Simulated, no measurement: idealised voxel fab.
The following process module bears the name voxel transistor to metal.
The figure presents cross-section cut, which has a width of 160 nm and is divided into square cells with an edge length of 5 nm.
Cross-section, as written here: a square-cell grid given band by band from the top down, where a band holds one or more rows of cells.
Look at the band entry: it leads with the top's height and the bottom's height in nm. Then it lists the materials left to right, with a width in nm for each. The word "edge to edge" on a single material says that material fills the band edge to edge. The word "blank" is empty space.
Where do heights start? At 0: under that level the wafer as delivered is made of one material only. And the lowest band has no floor; it just carries on downward, as in "0 -> down".
Graded width ("30 to 40"): value in top row of band = first number; value in bottom row = second number; row-to-row change constant.
Step note "all unchanged" = no cross-section cell changed.
The label "Sealed void listing" introduces a list of the empty spaces, 8 cells or larger, that have no open way up to the top; each entry in it reads width x height at distance, where the distance is taken from the left edge and all three are stated in nm.
Post-settings text on a step line: simulator's own remark regarding the step.
On any step carrying a mask, the "overlay nm" setting, if present on the step's line, tells how far right of its planned place the mask lay; negative values point to the left.

### Below is the list of planned process steps
1: RECEIVE with material Si
2: OXIDIZE with depth nm 5
3: CONFORMAL_DEP with material SiN, thk nm 15
4: DIRECTIONAL_DEP with material aC, thk nm 10
5: PATTERN with tone cover, mask id ACTIVE, material resist, width nm 125, thk nm 30, overlay nm 0
6: DIRECTIONAL_ETCH with etch materials aC, depth nm 10
7: STRIP with etch materials resist
8: DIRECTIONAL_ETCH with etch materials SiN, depth nm 15
9: DIRECTIONAL_ETCH with etch materials SiO2, depth nm 5
10: DIRECTIONAL_ETCH with etch materials Si, depth nm 30
11: STRIP with etch materials aC
12: OXIDIZE with depth nm 5
13: FILL_DEP with material SiO2, thk nm 15
14: CMP with height nm 15
15: SELECTIVE_ETCH with etch materials SiO2, depth nm 10
16: STRIP with etch materials SiN
17: SELECTIVE_ETCH with etch materials SiO2, depth nm 5
18: OXIDIZE with depth nm 5
19: DIRECTIONAL_DEP with material polySi, thk nm 20
20: DIRECTIONAL_DEP with material SiCN, thk nm 10
21: DIRECTIONAL_DEP with material aC, thk nm 10
22: PATTERN with tone cover, mask id GATE, material resist, width nm 25, thk nm 30, overlay nm 0
23: DIRECTIONAL_ETCH with etch materials aC, depth nm 10
24: STRIP with etch materials resist
25: DIRECTIONAL_ETCH with etch materials SiCN, depth nm 20
26: DIRECTIONAL_ETCH with etch materials polySi, depth nm 30
27: STRIP with etch materials aC
28: CONFORMAL_DEP with material SiO2, thk nm 5
29: DIRECTIONAL_ETCH with etch materials SiO2, depth nm 5
30: CONFORMAL_DEP with material SiN, thk nm 5
31: DIRECTIONAL_ETCH with etch materials SiN, depth nm 5
32: DIRECTIONAL_ETCH with etch materials SiO2, depth nm 5
33: DIRECTIONAL_ETCH with etch materials Si, depth nm 5
34: EPI with material nSi, thk nm 5
35: FILL_DEP with material SiO2, thk nm 10
36: CMP with height nm 25
37: DIRECTIONAL_DEP with material SiO2, thk nm 15
38: MASKED_ETCH with tone open, mask id CONTACT, width nm 20, pitch nm 85, etch materials SiO2, depth nm 50, overlay nm 0
39: CONFORMAL_DEP with material TiN, thk nm 5
40: FILL_DEP with material Ru, thk nm 5
41: CMP with height nm 40
42: DIRECTIONAL_DEP with material TiN, thk nm 5
43: DIRECTIONAL_DEP with material Ru, thk nm 20
44: PATTERN with tone cover, mask id METAL_1, material resist, width nm 20, pitch nm 85, thk nm 20, overlay nm 0
45: DIRECTIONAL_ETCH with etch materials Ru, depth nm 20
46: DIRECTIONAL_ETCH with etch materials TiN, depth nm 5
47: STRIP with etch materials resist
48: CONFORMAL_DEP with material SiN, thk nm 5
49: FILL_DEP with material SiO2, thk nm 10
50: CMP with height nm 65
51: CONFORMAL_DEP with material SiCN, thk nm 5

### The first of the two wafers, which ran as planned

### Wafer as received: cross-section following step 1
0 -> down: Si edge to edge
Sealed void listing: none

### Wafer section view after processing step 2
0 -> -5: SiO2 edge to edge
No changes below -5.

### Wafer section view after processing step 3
15 -> 0: SiN edge to edge
No changes below 0.

### Wafer section view after processing step 4
25 -> 15: aC edge to edge
No changes below 15.

### Wafer section view after processing step 5
55 -> 25: blank 15 / resist 125 / blank 20
No changes below 25.

### Wafer section view after processing step 6
45 -> 25: blank 15 / resist 125 / blank 20
25 -> 15: blank 15 / aC 125 / blank 20
No changes below 15.

### Wafer section view after processing step 7
25 -> 15: blank 15 / aC 125 / blank 20
No changes below 15.

### Wafer section view after processing step 8
25 -> 15: blank 15 / aC 125 / blank 20
15 -> 0: blank 15 / SiN 125 / blank 20
No changes below 0.

### Wafer section view after processing step 9
25 -> 15: blank 15 / aC 125 / blank 20
15 -> 0: blank 15 / SiN 125 / blank 20
0 -> -5: blank 15 / SiO2 125 / blank 20
No changes below -5.

### Wafer section view after processing step 10
25 -> 15: blank 15 / aC 125 / blank 20
15 -> 0: blank 15 / SiN 125 / blank 20
0 -> -5: blank 15 / SiO2 125 / blank 20
-5 -> -35: blank 15 / Si 125 / blank 20
No changes below -35.

### Wafer section view after processing step 11
15 -> 0: blank 15 / SiN 125 / blank 20
No changes below 0.

### Wafer section view after processing step 12
15 -> 0: blank 15 / SiN 125 / blank 20
0 -> -5: blank 15 / SiO2 125 / blank 20
-5 -> -35: blank 15 / SiO2 5 / Si 115 / SiO2 5 / blank 20
-35 -> -40: SiO2 20 / Si 115 / SiO2 25
No changes below -40.

### Wafer section view after processing step 13
30 -> 15: SiO2 edge to edge
15 -> 0: SiO2 15 / SiN 125 / SiO2 20
0 -> -5: SiO2 edge to edge
-5 -> -40: SiO2 20 / Si 115 / SiO2 25
No changes below -40.

### Wafer section view after processing step 14
15 -> 0: SiO2 15 / SiN 125 / SiO2 20
No changes below 0.

### Wafer section view after processing step 15
15 -> 5: blank 15 / SiN 125 / blank 20
No changes below 5.

### Wafer section view after processing step 16
5 -> 0: SiO2 15 / blank 125 / SiO2 20
No changes below 0.

### Wafer section view after processing step 17
0 -> -5: SiO2 10 / blank 135 / SiO2 15
No changes below -5.

### Wafer section view after processing step 18
0 -> -5: SiO2 10 / blank 135 / SiO2 15
-5 -> -10: SiO2 edge to edge
No changes below -10.

### Wafer section view after processing step 19
20 -> 15: polySi 10 / blank 135 / polySi 15
15 -> 0: polySi edge to edge
0 -> -5: SiO2 10 / polySi 135 / SiO2 15
No changes below -5.

### Wafer section view after processing step 20
30 -> 25: SiCN 10 / blank 135 / SiCN 15
25 -> 20: SiCN edge to edge
20 -> 15: polySi 10 / SiCN 135 / polySi 15
No changes below 15.

### Wafer section view after processing step 21
40 -> 35: aC 10 / blank 135 / aC 15
35 -> 30: aC edge to edge
30 -> 25: SiCN 10 / aC 135 / SiCN 15
No changes below 25.

### Wafer section view after processing step 22
70 -> 40: blank 65 / resist 25 / blank 70
40 -> 35: aC 10 / blank 55 / resist 25 / blank 55 / aC 15
No changes below 35.

### Wafer section view after processing step 23
60 -> 35: blank 65 / resist 25 / blank 70
35 -> 30: blank 65 / aC 25 / blank 70
30 -> 25: SiCN 10 / blank 55 / aC 25 / blank 55 / SiCN 15
No changes below 25.

### Wafer section view after processing step 24
35 -> 30: blank 65 / aC 25 / blank 70
No changes below 30.

### Wafer section view after processing step 25
35 -> 25: blank 65 / aC 25 / blank 70
25 -> 20: blank 65 / SiCN 25 / blank 70
20 -> 15: polySi 10 / blank 55 / SiCN 25 / blank 55 / polySi 15
No changes below 15.

### Wafer section view after processing step 26
35 -> 25: blank 65 / aC 25 / blank 70
25 -> 15: blank 65 / SiCN 25 / blank 70
15 -> 0: blank 65 / polySi 25 / blank 70
0 -> -5: SiO2 10 / blank 55 / polySi 25 / blank 55 / SiO2 15
No changes below -5.

### Wafer section view after processing step 27
25 -> 15: blank 65 / SiCN 25 / blank 70
No changes below 15.

### Wafer section view after processing step 28
30 -> 25: blank 60 / SiO2 35 / blank 65
25 -> 15: blank 60 / SiO2 5 / SiCN 25 / SiO2 5 / blank 65
15 -> 5: blank 60 / SiO2 5 / polySi 25 / SiO2 5 / blank 65
5 -> 0: SiO2 15 / blank 45 / SiO2 5 / polySi 25 / SiO2 5 / blank 45 / SiO2 20
0 -> -5: SiO2 65 / polySi 25 / SiO2 70
No changes below -5.

### Wafer section view after processing step 29
25 -> 15: blank 60 / SiO2 5 / SiCN 25 / SiO2 5 / blank 65
15 -> 0: blank 60 / SiO2 5 / polySi 25 / SiO2 5 / blank 65
0 -> -5: SiO2 15 / blank 45 / SiO2 5 / polySi 25 / SiO2 5 / blank 45 / SiO2 20
No changes below -5.

### Wafer section view after processing step 30
30 -> 25: blank 55 / SiN 45 / blank 60
25 -> 15: blank 55 / SiN 5 / SiO2 5 / SiCN 25 / SiO2 5 / SiN 5 / blank 60
15 -> 5: blank 55 / SiN 5 / SiO2 5 / polySi 25 / SiO2 5 / SiN 5 / blank 60
5 -> 0: SiN 20 / blank 35 / SiN 5 / SiO2 5 / polySi 25 / SiO2 5 / SiN 5 / blank 35 / SiN 25
0 -> -5: SiO2 15 / SiN 45 / SiO2 5 / polySi 25 / SiO2 5 / SiN 45 / SiO2 20
No changes below -5.

### Wafer section view after processing step 31
25 -> 15: blank 55 / SiN 5 / SiO2 5 / SiCN 25 / SiO2 5 / SiN 5 / blank 60
15 -> 0: blank 55 / SiN 5 / SiO2 5 / polySi 25 / SiO2 5 / SiN 5 / blank 60
0 -> -5: SiO2 15 / SiN 5 / blank 35 / SiN 5 / SiO2 5 / polySi 25 / SiO2 5 / SiN 5 / blank 35 / SiN 5 / SiO2 20
No changes below -5.

### Wafer section view after processing step 32
25 -> 20: blank 55 / SiN 5 / blank 5 / SiCN 25 / blank 5 / SiN 5 / blank 60
20 -> 15: blank 55 / SiN 5 / SiO2 5 / SiCN 25 / SiO2 5 / SiN 5 / blank 60
15 -> 0: blank 55 / SiN 5 / SiO2 5 / polySi 25 / SiO2 5 / SiN 5 / blank 60
0 -> -5: blank 15 / SiN 5 / blank 35 / SiN 5 / SiO2 5 / polySi 25 / SiO2 5 / SiN 5 / blank 35 / SiN 5 / blank 20
-5 -> -10: SiO2 20 / blank 35 / SiO2 45 / blank 35 / SiO2 25
No changes below -10.

### Wafer section view after processing step 33
25 -> 20: blank 55 / SiN 5 / blank 5 / SiCN 25 / blank 5 / SiN 5 / blank 60
20 -> 15: blank 55 / SiN 5 / SiO2 5 / SiCN 25 / SiO2 5 / SiN 5 / blank 60
15 -> 0: blank 55 / SiN 5 / SiO2 5 / polySi 25 / SiO2 5 / SiN 5 / blank 60
0 -> -5: blank 15 / SiN 5 / blank 35 / SiN 5 / SiO2 5 / polySi 25 / SiO2 5 / SiN 5 / blank 35 / SiN 5 / blank 20
-5 -> -10: SiO2 20 / blank 35 / SiO2 45 / blank 35 / SiO2 25
-10 -> -15: SiO2 20 / blank 35 / Si 45 / blank 35 / SiO2 25
No changes below -15.

### Wafer section view after processing step 34
25 -> 20: blank 55 / SiN 5 / blank 5 / SiCN 25 / blank 5 / SiN 5 / blank 60
20 -> 15: blank 55 / SiN 5 / SiO2 5 / SiCN 25 / SiO2 5 / SiN 5 / blank 60
15 -> 0: blank 55 / SiN 5 / SiO2 5 / polySi 25 / SiO2 5 / SiN 5 / blank 60
0 -> -5: blank 15 / SiN 5 / blank 35 / SiN 5 / SiO2 5 / polySi 25 / SiO2 5 / SiN 5 / blank 35 / SiN 5 / blank 20
-5 -> -10: SiO2 20 / blank 30 / nSi 5 / SiO2 45 / nSi 5 / blank 30 / SiO2 25
-10 -> -15: SiO2 20 / nSi 35 / Si 45 / nSi 35 / SiO2 25
No changes below -15.

### Wafer section view after processing step 35
35 -> 25: SiO2 edge to edge
25 -> 15: SiO2 55 / SiN 5 / SiO2 5 / SiCN 25 / SiO2 5 / SiN 5 / SiO2 60
15 -> 0: SiO2 55 / SiN 5 / SiO2 5 / polySi 25 / SiO2 5 / SiN 5 / SiO2 60
0 -> -5: SiO2 15 / SiN 5 / SiO2 35 / SiN 5 / SiO2 5 / polySi 25 / SiO2 5 / SiN 5 / SiO2 35 / SiN 5 / SiO2 20
-5 -> -10: SiO2 50 / nSi 5 / SiO2 45 / nSi 5 / SiO2 55
No changes below -10.

### Wafer section view after processing step 36
25 -> 15: SiO2 55 / SiN 5 / SiO2 5 / SiCN 25 / SiO2 5 / SiN 5 / SiO2 60
No changes below 15.

### Wafer section view after processing step 37
40 -> 25: SiO2 edge to edge
No changes below 25.

### Wafer section view after processing step 38
40 -> 25: SiO2 25 / blank 20 / SiO2 65 / blank 20 / SiO2 30
25 -> 15: SiO2 25 / blank 20 / SiO2 10 / SiN 5 / SiO2 5 / SiCN 25 / SiO2 5 / SiN 5 / SiO2 10 / blank 20 / SiO2 30
15 -> 0: SiO2 25 / blank 20 / SiO2 10 / SiN 5 / SiO2 5 / polySi 25 / SiO2 5 / SiN 5 / SiO2 10 / blank 20 / SiO2 30
0 -> -5: SiO2 15 / SiN 5 / SiO2 5 / blank 20 / SiO2 10 / SiN 5 / SiO2 5 / polySi 25 / SiO2 5 / SiN 5 / SiO2 10 / blank 20 / SiO2 5 / SiN 5 / SiO2 20
-5 -> -10: SiO2 25 / blank 20 / SiO2 5 / nSi 5 / SiO2 45 / nSi 5 / SiO2 5 / blank 20 / SiO2 30
No changes below -10.

### Wafer section view after processing step 39
45 -> 40: TiN 30 / blank 10 / TiN 75 / blank 10 / TiN 35
40 -> 25: SiO2 25 / TiN 5 / blank 10 / TiN 5 / SiO2 65 / TiN 5 / blank 10 / TiN 5 / SiO2 30
25 -> 15: SiO2 25 / TiN 5 / blank 10 / TiN 5 / SiO2 10 / SiN 5 / SiO2 5 / SiCN 25 / SiO2 5 / SiN 5 / SiO2 10 / TiN 5 / blank 10 / TiN 5 / SiO2 30
15 -> 0: SiO2 25 / TiN 5 / blank 10 / TiN 5 / SiO2 10 / SiN 5 / SiO2 5 / polySi 25 / SiO2 5 / SiN 5 / SiO2 10 / TiN 5 / blank 10 / TiN 5 / SiO2 30
0 -> -5: SiO2 15 / SiN 5 / SiO2 5 / TiN 5 / blank 10 / TiN 5 / SiO2 10 / SiN 5 / SiO2 5 / polySi 25 / SiO2 5 / SiN 5 / SiO2 10 / TiN 5 / blank 10 / TiN 5 / SiO2 5 / SiN 5 / SiO2 20
-5 -> -10: SiO2 25 / TiN 20 / SiO2 5 / nSi 5 / SiO2 45 / nSi 5 / SiO2 5 / TiN 20 / SiO2 30
No changes below -10.

### Wafer section view after processing step 40
50 -> 45: Ru edge to edge
45 -> 40: TiN 30 / Ru 10 / TiN 75 / Ru 10 / TiN 35
40 -> 25: SiO2 25 / TiN 5 / Ru 10 / TiN 5 / SiO2 65 / TiN 5 / Ru 10 / TiN 5 / SiO2 30
25 -> 15: SiO2 25 / TiN 5 / Ru 10 / TiN 5 / SiO2 10 / SiN 5 / SiO2 5 / SiCN 25 / SiO2 5 / SiN 5 / SiO2 10 / TiN 5 / Ru 10 / TiN 5 / SiO2 30
15 -> 0: SiO2 25 / TiN 5 / Ru 10 / TiN 5 / SiO2 10 / SiN 5 / SiO2 5 / polySi 25 / SiO2 5 / SiN 5 / SiO2 10 / TiN 5 / Ru 10 / TiN 5 / SiO2 30
0 -> -5: SiO2 15 / SiN 5 / SiO2 5 / TiN 5 / Ru 10 / TiN 5 / SiO2 10 / SiN 5 / SiO2 5 / polySi 25 / SiO2 5 / SiN 5 / SiO2 10 / TiN 5 / Ru 10 / TiN 5 / SiO2 5 / SiN 5 / SiO2 20
No changes below -5.

### Wafer section view after processing step 41
40 -> 25: SiO2 25 / TiN 5 / Ru 10 / TiN 5 / SiO2 65 / TiN 5 / Ru 10 / TiN 5 / SiO2 30
No changes below 25.

### Wafer section view after processing step 42
45 -> 40: TiN edge to edge
No changes below 40.

### Wafer section view after processing step 43
65 -> 45: Ru edge to edge
No changes below 45.

### Wafer section view after processing step 44
85 -> 65: blank 25 / resist 20 / blank 65 / resist 20 / blank 30
No changes below 65.

### Wafer section view after processing step 45
85 -> 65: blank 25 / resist 20 / blank 65 / resist 20 / blank 30
65 -> 45: blank 25 / Ru 20 / blank 65 / Ru 20 / blank 30
No changes below 45.

### Wafer section view after processing step 46
85 -> 65: blank 25 / resist 20 / blank 65 / resist 20 / blank 30
65 -> 45: blank 25 / Ru 20 / blank 65 / Ru 20 / blank 30
45 -> 40: blank 25 / TiN 20 / blank 65 / TiN 20 / blank 30
No changes below 40.

### Wafer section view after processing step 47
65 -> 45: blank 25 / Ru 20 / blank 65 / Ru 20 / blank 30
No changes below 45.

### Wafer section view after processing step 48
70 -> 65: blank 20 / SiN 30 / blank 55 / SiN 30 / blank 25
65 -> 45: blank 20 / SiN 5 / Ru 20 / SiN 5 / blank 55 / SiN 5 / Ru 20 / SiN 5 / blank 25
45 -> 40: SiN 25 / TiN 20 / SiN 65 / TiN 20 / SiN 30
No changes below 40.

### Wafer section view after processing step 49
80 -> 70: SiO2 edge to edge
70 -> 65: SiO2 20 / SiN 30 / SiO2 55 / SiN 30 / SiO2 25
65 -> 45: SiO2 20 / SiN 5 / Ru 20 / SiN 5 / SiO2 55 / SiN 5 / Ru 20 / SiN 5 / SiO2 25
No changes below 45.

### Wafer section view after processing step 50
65 -> 45: SiO2 20 / SiN 5 / Ru 20 / SiN 5 / SiO2 55 / SiN 5 / Ru 20 / SiN 5 / SiO2 25
No changes below 45.

### Wafer section view after processing step 51
70 -> 65: SiCN edge to edge
No changes below 65.

### Wafer two of the pair: same origin, same plan, one error during the run; identical to wafer one up to and including step 18

### Second wafer, cross-section, planned end of step 19
25 -> 20: polySi 10 / blank 135 / polySi 15
20 -> 0: polySi edge to edge
0 -> -5: SiO2 10 / polySi 135 / SiO2 15
No changes below -5.

### Second wafer, cross-section, planned end of step 20
35 -> 30: SiCN 10 / blank 135 / SiCN 15
30 -> 25: SiCN edge to edge
25 -> 20: polySi 10 / SiCN 135 / polySi 15
No changes below 20.

### Second wafer, cross-section, planned end of step 21
45 -> 40: aC 10 / blank 135 / aC 15
40 -> 35: aC edge to edge
35 -> 30: SiCN 10 / aC 135 / SiCN 15
No changes below 30.

### Second wafer, cross-section, planned end of step 22
75 -> 45: blank 65 / resist 25 / blank 70
45 -> 40: aC 10 / blank 55 / resist 25 / blank 55 / aC 15
No changes below 40.

### Second wafer, cross-section, planned end of step 23
65 -> 40: blank 65 / resist 25 / blank 70
40 -> 35: blank 65 / aC 25 / blank 70
35 -> 30: SiCN 10 / blank 55 / aC 25 / blank 55 / SiCN 15
No changes below 30.

### Second wafer, cross-section, planned end of step 24
40 -> 35: blank 65 / aC 25 / blank 70
No changes below 35.

### Second wafer, cross-section, planned end of step 25
40 -> 30: blank 65 / aC 25 / blank 70
30 -> 25: blank 65 / SiCN 25 / blank 70
25 -> 20: polySi 10 / blank 55 / SiCN 25 / blank 55 / polySi 15
No changes below 20.

### Second wafer, cross-section, planned end of step 26
40 -> 30: blank 65 / aC 25 / blank 70
30 -> 20: blank 65 / SiCN 25 / blank 70
20 -> 0: blank 65 / polySi 25 / blank 70
0 -> -5: SiO2 10 / blank 55 / polySi 25 / blank 55 / SiO2 15
No changes below -5.

### Second wafer, cross-section, planned end of step 27
30 -> 20: blank 65 / SiCN 25 / blank 70
No changes below 20.

### Second wafer, cross-section, planned end of step 28
35 -> 30: blank 60 / SiO2 35 / blank 65
30 -> 20: blank 60 / SiO2 5 / SiCN 25 / SiO2 5 / blank 65
20 -> 5: blank 60 / SiO2 5 / polySi 25 / SiO2 5 / blank 65
5 -> 0: SiO2 15 / blank 45 / SiO2 5 / polySi 25 / SiO2 5 / blank 45 / SiO2 20
0 -> -5: SiO2 65 / polySi 25 / SiO2 70
No changes below -5.

### Second wafer, cross-section, planned end of step 29
30 -> 20: blank 60 / SiO2 5 / SiCN 25 / SiO2 5 / blank 65
20 -> 0: blank 60 / SiO2 5 / polySi 25 / SiO2 5 / blank 65
0 -> -5: SiO2 15 / blank 45 / SiO2 5 / polySi 25 / SiO2 5 / blank 45 / SiO2 20
No changes below -5.

### Second wafer, cross-section, planned end of step 30
35 -> 30: blank 55 / SiN 45 / blank 60
30 -> 20: blank 55 / SiN 5 / SiO2 5 / SiCN 25 / SiO2 5 / SiN 5 / blank 60
20 -> 5: blank 55 / SiN 5 / SiO2 5 / polySi 25 / SiO2 5 / SiN 5 / blank 60
5 -> 0: SiN 20 / blank 35 / SiN 5 / SiO2 5 / polySi 25 / SiO2 5 / SiN 5 / blank 35 / SiN 25
0 -> -5: SiO2 15 / SiN 45 / SiO2 5 / polySi 25 / SiO2 5 / SiN 45 / SiO2 20
No changes below -5.

### Second wafer, cross-section, planned end of step 31
30 -> 20: blank 55 / SiN 5 / SiO2 5 / SiCN 25 / SiO2 5 / SiN 5 / blank 60
20 -> 0: blank 55 / SiN 5 / SiO2 5 / polySi 25 / SiO2 5 / SiN 5 / blank 60
0 -> -5: SiO2 15 / SiN 5 / blank 35 / SiN 5 / SiO2 5 / polySi 25 / SiO2 5 / SiN 5 / blank 35 / SiN 5 / SiO2 20
No changes below -5.

### Second wafer, cross-section, planned end of step 32
30 -> 25: blank 55 / SiN 5 / blank 5 / SiCN 25 / blank 5 / SiN 5 / blank 60
25 -> 20: blank 55 / SiN 5 / SiO2 5 / SiCN 25 / SiO2 5 / SiN 5 / blank 60
20 -> 0: blank 55 / SiN 5 / SiO2 5 / polySi 25 / SiO2 5 / SiN 5 / blank 60
0 -> -5: blank 15 / SiN 5 / blank 35 / SiN 5 / SiO2 5 / polySi 25 / SiO2 5 / SiN 5 / blank 35 / SiN 5 / blank 20
-5 -> -10: SiO2 20 / blank 35 / SiO2 45 / blank 35 / SiO2 25
No changes below -10.

### Second wafer, cross-section, planned end of step 33
30 -> 25: blank 55 / SiN 5 / blank 5 / SiCN 25 / blank 5 / SiN 5 / blank 60
25 -> 20: blank 55 / SiN 5 / SiO2 5 / SiCN 25 / SiO2 5 / SiN 5 / blank 60
20 -> 0: blank 55 / SiN 5 / SiO2 5 / polySi 25 / SiO2 5 / SiN 5 / blank 60
0 -> -5: blank 15 / SiN 5 / blank 35 / SiN 5 / SiO2 5 / polySi 25 / SiO2 5 / SiN 5 / blank 35 / SiN 5 / blank 20
-5 -> -10: SiO2 20 / blank 35 / SiO2 45 / blank 35 / SiO2 25
-10 -> -15: SiO2 20 / blank 35 / Si 45 / blank 35 / SiO2 25
No changes below -15.

### Second wafer, cross-section, planned end of step 34
30 -> 25: blank 55 / SiN 5 / blank 5 / SiCN 25 / blank 5 / SiN 5 / blank 60
25 -> 20: blank 55 / SiN 5 / SiO2 5 / SiCN 25 / SiO2 5 / SiN 5 / blank 60
20 -> 0: blank 55 / SiN 5 / SiO2 5 / polySi 25 / SiO2 5 / SiN 5 / blank 60
0 -> -5: blank 15 / SiN 5 / blank 35 / SiN 5 / SiO2 5 / polySi 25 / SiO2 5 / SiN 5 / blank 35 / SiN 5 / blank 20
-5 -> -10: SiO2 20 / blank 30 / nSi 5 / SiO2 45 / nSi 5 / blank 30 / SiO2 25
-10 -> -15: SiO2 20 / nSi 35 / Si 45 / nSi 35 / SiO2 25
No changes below -15.

### Second wafer, cross-section, planned end of step 35
40 -> 30: SiO2 edge to edge
30 -> 20: SiO2 55 / SiN 5 / SiO2 5 / SiCN 25 / SiO2 5 / SiN 5 / SiO2 60
20 -> 0: SiO2 55 / SiN 5 / SiO2 5 / polySi 25 / SiO2 5 / SiN 5 / SiO2 60
0 -> -5: SiO2 15 / SiN 5 / SiO2 35 / SiN 5 / SiO2 5 / polySi 25 / SiO2 5 / SiN 5 / SiO2 35 / SiN 5 / SiO2 20
-5 -> -10: SiO2 50 / nSi 5 / SiO2 45 / nSi 5 / SiO2 55
No changes below -10.

### Second wafer, cross-section, planned end of step 36
25 -> 20: SiO2 55 / SiN 5 / SiO2 5 / SiCN 25 / SiO2 5 / SiN 5 / SiO2 60
No changes below 20.

### Second wafer, cross-section, planned end of step 37
40 -> 25: SiO2 edge to edge
No changes below 25.

### Second wafer, cross-section, planned end of step 38
40 -> 25: SiO2 25 / blank 20 / SiO2 65 / blank 20 / SiO2 30
25 -> 20: SiO2 25 / blank 20 / SiO2 10 / SiN 5 / SiO2 5 / SiCN 25 / SiO2 5 / SiN 5 / SiO2 10 / blank 20 / SiO2 30
20 -> 0: SiO2 25 / blank 20 / SiO2 10 / SiN 5 / SiO2 5 / polySi 25 / SiO2 5 / SiN 5 / SiO2 10 / blank 20 / SiO2 30
0 -> -5: SiO2 15 / SiN 5 / SiO2 5 / blank 20 / SiO2 10 / SiN 5 / SiO2 5 / polySi 25 / SiO2 5 / SiN 5 / SiO2 10 / blank 20 / SiO2 5 / SiN 5 / SiO2 20
-5 -> -10: SiO2 25 / blank 20 / SiO2 5 / nSi 5 / SiO2 45 / nSi 5 / SiO2 5 / blank 20 / SiO2 30
No changes below -10.

### Second wafer, cross-section, planned end of step 39
45 -> 40: TiN 30 / blank 10 / TiN 75 / blank 10 / TiN 35
40 -> 25: SiO2 25 / TiN 5 / blank 10 / TiN 5 / SiO2 65 / TiN 5 / blank 10 / TiN 5 / SiO2 30
25 -> 20: SiO2 25 / TiN 5 / blank 10 / TiN 5 / SiO2 10 / SiN 5 / SiO2 5 / SiCN 25 / SiO2 5 / SiN 5 / SiO2 10 / TiN 5 / blank 10 / TiN 5 / SiO2 30
20 -> 0: SiO2 25 / TiN 5 / blank 10 / TiN 5 / SiO2 10 / SiN 5 / SiO2 5 / polySi 25 / SiO2 5 / SiN 5 / SiO2 10 / TiN 5 / blank 10 / TiN 5 / SiO2 30
0 -> -5: SiO2 15 / SiN 5 / SiO2 5 / TiN 5 / blank 10 / TiN 5 / SiO2 10 / SiN 5 / SiO2 5 / polySi 25 / SiO2 5 / SiN 5 / SiO2 10 / TiN 5 / blank 10 / TiN 5 / SiO2 5 / SiN 5 / SiO2 20
-5 -> -10: SiO2 25 / TiN 20 / SiO2 5 / nSi 5 / SiO2 45 / nSi 5 / SiO2 5 / TiN 20 / SiO2 30
No changes below -10.

### Second wafer, cross-section, planned end of step 40
50 -> 45: Ru edge to edge
45 -> 40: TiN 30 / Ru 10 / TiN 75 / Ru 10 / TiN 35
40 -> 25: SiO2 25 / TiN 5 / Ru 10 / TiN 5 / SiO2 65 / TiN 5 / Ru 10 / TiN 5 / SiO2 30
25 -> 20: SiO2 25 / TiN 5 / Ru 10 / TiN 5 / SiO2 10 / SiN 5 / SiO2 5 / SiCN 25 / SiO2 5 / SiN 5 / SiO2 10 / TiN 5 / Ru 10 / TiN 5 / SiO2 30
20 -> 0: SiO2 25 / TiN 5 / Ru 10 / TiN 5 / SiO2 10 / SiN 5 / SiO2 5 / polySi 25 / SiO2 5 / SiN 5 / SiO2 10 / TiN 5 / Ru 10 / TiN 5 / SiO2 30
0 -> -5: SiO2 15 / SiN 5 / SiO2 5 / TiN 5 / Ru 10 / TiN 5 / SiO2 10 / SiN 5 / SiO2 5 / polySi 25 / SiO2 5 / SiN 5 / SiO2 10 / TiN 5 / Ru 10 / TiN 5 / SiO2 5 / SiN 5 / SiO2 20
No changes below -5.

### Second wafer, cross-section, planned end of step 41
40 -> 25: SiO2 25 / TiN 5 / Ru 10 / TiN 5 / SiO2 65 / TiN 5 / Ru 10 / TiN 5 / SiO2 30
No changes below 25.

### Second wafer, cross-section, planned end of step 42
45 -> 40: TiN edge to edge
No changes below 40.

### Second wafer, cross-section, planned end of step 43
65 -> 45: Ru edge to edge
No changes below 45.

### Second wafer, cross-section, planned end of step 44
85 -> 65: blank 25 / resist 20 / blank 65 / resist 20 / blank 30
No changes below 65.

### Second wafer, cross-section, planned end of step 45
85 -> 65: blank 25 / resist 20 / blank 65 / resist 20 / blank 30
65 -> 45: blank 25 / Ru 20 / blank 65 / Ru 20 / blank 30
No changes below 45.

### Second wafer, cross-section, planned end of step 46
85 -> 65: blank 25 / resist 20 / blank 65 / resist 20 / blank 30
65 -> 45: blank 25 / Ru 20 / blank 65 / Ru 20 / blank 30
45 -> 40: blank 25 / TiN 20 / blank 65 / TiN 20 / blank 30
No changes below 40.

### Second wafer, cross-section, planned end of step 47
65 -> 45: blank 25 / Ru 20 / blank 65 / Ru 20 / blank 30
No changes below 45.

### Second wafer, cross-section, planned end of step 48
70 -> 65: blank 20 / SiN 30 / blank 55 / SiN 30 / blank 25
65 -> 45: blank 20 / SiN 5 / Ru 20 / SiN 5 / blank 55 / SiN 5 / Ru 20 / SiN 5 / blank 25
45 -> 40: SiN 25 / TiN 20 / SiN 65 / TiN 20 / SiN 30
No changes below 40.

### Second wafer, cross-section, planned end of step 49
80 -> 70: SiO2 edge to edge
70 -> 65: SiO2 20 / SiN 30 / SiO2 55 / SiN 30 / SiO2 25
65 -> 45: SiO2 20 / SiN 5 / Ru 20 / SiN 5 / SiO2 55 / SiN 5 / Ru 20 / SiN 5 / SiO2 25
No changes below 45.

### Second wafer, cross-section, planned end of step 50
65 -> 45: SiO2 20 / SiN 5 / Ru 20 / SiN 5 / SiO2 55 / SiN 5 / Ru 20 / SiN 5 / SiO2 25
No changes below 45.

### Second wafer, cross-section, planned end of step 51
70 -> 65: SiCN edge to edge
No changes below 65.
What broke from the plan during processing? step 19 went in with a setting other than planned; the actual run was DIRECTIONAL_DEP with material polySi, thk nm 25
Wrapping up, a cell-based count of both wafers puts the second over or under the first for these materials: SiCN -5 | polySi +5
